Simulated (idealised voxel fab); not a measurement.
This section sets out a process module, namely voxel trench capacitor.
In the cross-section labelled cut, the width is 260 nm and each square cell is 5 nm.
In this document a cross-section is written as a grid of square cells. It is given as a series of bands, listed from the top down, and a band is one or more rows of cells.
Each band's line starts with the height of the band's top and of its bottom, in nm. Then come its materials from left to right, each with its width in nm. One material with "edge to edge" fills the band from edge to edge. "blank" is empty space.
Basically, 0 is our baseline, since under it the wafer straight out of the box is all one material. The bottom band has no lower end and keeps on going down, so it looks like "0 and below".
Width: "30..40" (first number = top row, second number = bottom row, same change from row to row of cells).
When a step is marked "all unchanged", none of the cells in the cross-section changed during that step.
Entry "Closed void register" = empty spaces >= 8 cells with no open way to the top; each as width x height at distance, distance from left edge, all nm.
If you see something after the settings on a step's line, that's the simulator's own remark about that step.
Steps that use a mask can have "overlay nm" on their line. It says how far the mask sat to the right of where it was meant to be. Negative means to the left.

**So here's the lineup of process steps we planned**
1. RECEIVE [material Si]
2. CONFORMAL_DEP [material SiN] [thk nm 5]
3. MASKED_ETCH [tone open] [mask id TRENCH] [width nm 30] [pitch nm 45] [etch materials SiN] [depth nm 5] [overlay nm 0]
4. MASKED_ETCH [tone open] [mask id TRENCH] [width nm 30] [pitch nm 45] [etch materials Si] [depth nm 40] [overlay nm 0]
5. CONFORMAL_DEP [material Al2O3] [thk nm 5]
6. CONFORMAL_DEP [material TiN] [thk nm 5]
7. FILL_DEP [material W] [thk nm 5]
8. CMP [height nm 5]

**The first of two wafers, run as planned**

**Incoming wafer, cross-sectional view, post step 1**
* 0 and below  Si edge to edge
* Closed void register: none

**Sectional view: wafer, after step 2**
* 5 down to 0  SiN edge to edge
* All layers under 0 are left as they were.

**Sectional view: wafer, after step 3**
* 5 down to 0  70 of SiN  30 of blank  15 of SiN  30 of blank  15 of SiN  30 of blank  70 of SiN
* All layers under 0 are left as they were.

**Sectional view: wafer, after step 4**
* 5 down to 0  70 of SiN  30 of blank  15 of SiN  30 of blank  15 of SiN  30 of blank  70 of SiN
* 0 down to -40  70 of Si  30 of blank  15 of Si  30 of blank  15 of Si  30 of blank  70 of Si
* All layers under -40 are left as they were.

**Sectional view: wafer, after step 5**
* 10 down to 5  75 of Al2O3  20 of blank  25 of Al2O3  20 of blank  25 of Al2O3  20 of blank  75 of Al2O3
* 5 down to 0  70 of SiN  5 of Al2O3  20 of blank  5 of Al2O3  15 of SiN  5 of Al2O3  20 of blank  5 of Al2O3  15 of SiN  5 of Al2O3  20 of blank  5 of Al2O3  70 of SiN
* 0 down to -35  70 of Si  5 of Al2O3  20 of blank  5 of Al2O3  15 of Si  5 of Al2O3  20 of blank  5 of Al2O3  15 of Si  5 of Al2O3  20 of blank  5 of Al2O3  70 of Si
* -35 down to -40  70 of Si  30 of Al2O3  15 of Si  30 of Al2O3  15 of Si  30 of Al2O3  70 of Si
* All layers under -40 are left as they were.

**Sectional view: wafer, after step 6**
* 15 down to 10  80 of TiN  10 of blank  35 of TiN  10 of blank  35 of TiN  10 of blank  80 of TiN
* 10 down to 5  75 of Al2O3  5 of TiN  10 of blank  5 of TiN  25 of Al2O3  5 of TiN  10 of blank  5 of TiN  25 of Al2O3  5 of TiN  10 of blank  5 of TiN  75 of Al2O3
* 5 down to 0  70 of SiN  5 of Al2O3  5 of TiN  10 of blank  5 of TiN  5 of Al2O3  15 of SiN  5 of Al2O3  5 of TiN  10 of blank  5 of TiN  5 of Al2O3  15 of SiN  5 of Al2O3  5 of TiN  10 of blank  5 of TiN  5 of Al2O3  70 of SiN
* 0 down to -30  70 of Si  5 of Al2O3  5 of TiN  10 of blank  5 of TiN  5 of Al2O3  15 of Si  5 of Al2O3  5 of TiN  10 of blank  5 of TiN  5 of Al2O3  15 of Si  5 of Al2O3  5 of TiN  10 of blank  5 of TiN  5 of Al2O3  70 of Si
* -30 down to -35  70 of Si  5 of Al2O3  20 of TiN  5 of Al2O3  15 of Si  5 of Al2O3  20 of TiN  5 of Al2O3  15 of Si  5 of Al2O3  20 of TiN  5 of Al2O3  70 of Si
* All layers under -35 are left as they were.

**Sectional view: wafer, after step 7**
* 20 down to 15  W edge to edge
* 15 down to 10  80 of TiN  10 of W  35 of TiN  10 of W  35 of TiN  10 of W  80 of TiN
* 10 down to 5  75 of Al2O3  5 of TiN  10 of W  5 of TiN  25 of Al2O3  5 of TiN  10 of W  5 of TiN  25 of Al2O3  5 of TiN  10 of W  5 of TiN  75 of Al2O3
* 5 down to 0  70 of SiN  5 of Al2O3  5 of TiN  10 of W  5 of TiN  5 of Al2O3  15 of SiN  5 of Al2O3  5 of TiN  10 of W  5 of TiN  5 of Al2O3  15 of SiN  5 of Al2O3  5 of TiN  10 of W  5 of TiN  5 of Al2O3  70 of SiN
* 0 down to -30  70 of Si  5 of Al2O3  5 of TiN  10 of W  5 of TiN  5 of Al2O3  15 of Si  5 of Al2O3  5 of TiN  10 of W  5 of TiN  5 of Al2O3  15 of Si  5 of Al2O3  5 of TiN  10 of W  5 of TiN  5 of Al2O3  70 of Si
* All layers under -30 are left as they were.

**Sectional view: wafer, after step 8**
* 5 down to 0  70 of SiN  5 of Al2O3  5 of TiN  10 of W  5 of TiN  5 of Al2O3  15 of SiN  5 of Al2O3  5 of TiN  10 of W  5 of TiN  5 of Al2O3  15 of SiN  5 of Al2O3  5 of TiN  10 of W  5 of TiN  5 of Al2O3  70 of SiN
* All layers under 0 are left as they were.

**It is to be noted that the second wafer proceeded from the same initial state and according to the same plan as the first, although one mistake was committed in its execution; through step 3, inclusive, the two wafers share an identical history**

**Cross-section, second wafer, at the end time the plan gives for step 4**
* 5 down to 0  70 of SiN  30 of blank  15 of SiN  30 of blank  15 of SiN  30 of blank  70 of SiN
* 0 down to -30  70 of Si  30 of blank  15 of Si  30 of blank  15 of Si  30 of blank  70 of Si
* All layers under -30 are left as they were.

**Cross-section, second wafer, at the end time the plan gives for step 5**
* 10 down to 5  75 of Al2O3  20 of blank  25 of Al2O3  20 of blank  25 of Al2O3  20 of blank  75 of Al2O3
* 5 down to 0  70 of SiN  5 of Al2O3  20 of blank  5 of Al2O3  15 of SiN  5 of Al2O3  20 of blank  5 of Al2O3  15 of SiN  5 of Al2O3  20 of blank  5 of Al2O3  70 of SiN
* 0 down to -25  70 of Si  5 of Al2O3  20 of blank  5 of Al2O3  15 of Si  5 of Al2O3  20 of blank  5 of Al2O3  15 of Si  5 of Al2O3  20 of blank  5 of Al2O3  70 of Si
* -25 down to -30  70 of Si  30 of Al2O3  15 of Si  30 of Al2O3  15 of Si  30 of Al2O3  70 of Si
* All layers under -30 are left as they were.

**Cross-section, second wafer, at the end time the plan gives for step 6**
* 15 down to 10  80 of TiN  10 of blank  35 of TiN  10 of blank  35 of TiN  10 of blank  80 of TiN
* 10 down to 5  75 of Al2O3  5 of TiN  10 of blank  5 of TiN  25 of Al2O3  5 of TiN  10 of blank  5 of TiN  25 of Al2O3  5 of TiN  10 of blank  5 of TiN  75 of Al2O3
* 5 down to 0  70 of SiN  5 of Al2O3  5 of TiN  10 of blank  5 of TiN  5 of Al2O3  15 of SiN  5 of Al2O3  5 of TiN  10 of blank  5 of TiN  5 of Al2O3  15 of SiN  5 of Al2O3  5 of TiN  10 of blank  5 of TiN  5 of Al2O3  70 of SiN
* 0 down to -20  70 of Si  5 of Al2O3  5 of TiN  10 of blank  5 of TiN  5 of Al2O3  15 of Si  5 of Al2O3  5 of TiN  10 of blank  5 of TiN  5 of Al2O3  15 of Si  5 of Al2O3  5 of TiN  10 of blank  5 of TiN  5 of Al2O3  70 of Si
* -20 down to -25  70 of Si  5 of Al2O3  20 of TiN  5 of Al2O3  15 of Si  5 of Al2O3  20 of TiN  5 of Al2O3  15 of Si  5 of Al2O3  20 of TiN  5 of Al2O3  70 of Si
* All layers under -25 are left as they were.

**Cross-section, second wafer, at the end time the plan gives for step 7**
* 20 down to 15  W edge to edge
* 15 down to 10  80 of TiN  10 of W  35 of TiN  10 of W  35 of TiN  10 of W  80 of TiN
* 10 down to 5  75 of Al2O3  5 of TiN  10 of W  5 of TiN  25 of Al2O3  5 of TiN  10 of W  5 of TiN  25 of Al2O3  5 of TiN  10 of W  5 of TiN  75 of Al2O3
* 5 down to 0  70 of SiN  5 of Al2O3  5 of TiN  10 of W  5 of TiN  5 of Al2O3  15 of SiN  5 of Al2O3  5 of TiN  10 of W  5 of TiN  5 of Al2O3  15 of SiN  5 of Al2O3  5 of TiN  10 of W  5 of TiN  5 of Al2O3  70 of SiN
* 0 down to -20  70 of Si  5 of Al2O3  5 of TiN  10 of W  5 of TiN  5 of Al2O3  15 of Si  5 of Al2O3  5 of TiN  10 of W  5 of TiN  5 of Al2O3  15 of Si  5 of Al2O3  5 of TiN  10 of W  5 of TiN  5 of Al2O3  70 of Si
* All layers under -20 are left as they were.

**Cross-section, second wafer, at the end time the plan gives for step 8**
* 5 down to 0  70 of SiN  5 of Al2O3  5 of TiN  10 of W  5 of TiN  5 of Al2O3  15 of SiN  5 of Al2O3  5 of TiN  10 of W  5 of TiN  5 of Al2O3  15 of SiN  5 of Al2O3  5 of TiN  10 of W  5 of TiN  5 of Al2O3  70 of SiN
* All layers under 0 are left as they were.
Misprocessing identified: step 4 changed vs plan, executed as MASKED_ETCH [tone open] [mask id TRENCH] [width nm 30] [pitch nm 45] [etch materials Si] [depth nm 30] [overlay nm 0]
In the final state, the cell counts of the second wafer exceed or fall short of those of the first for the following materials: Al2O3 -12; Si +36; TiN -12; W -12
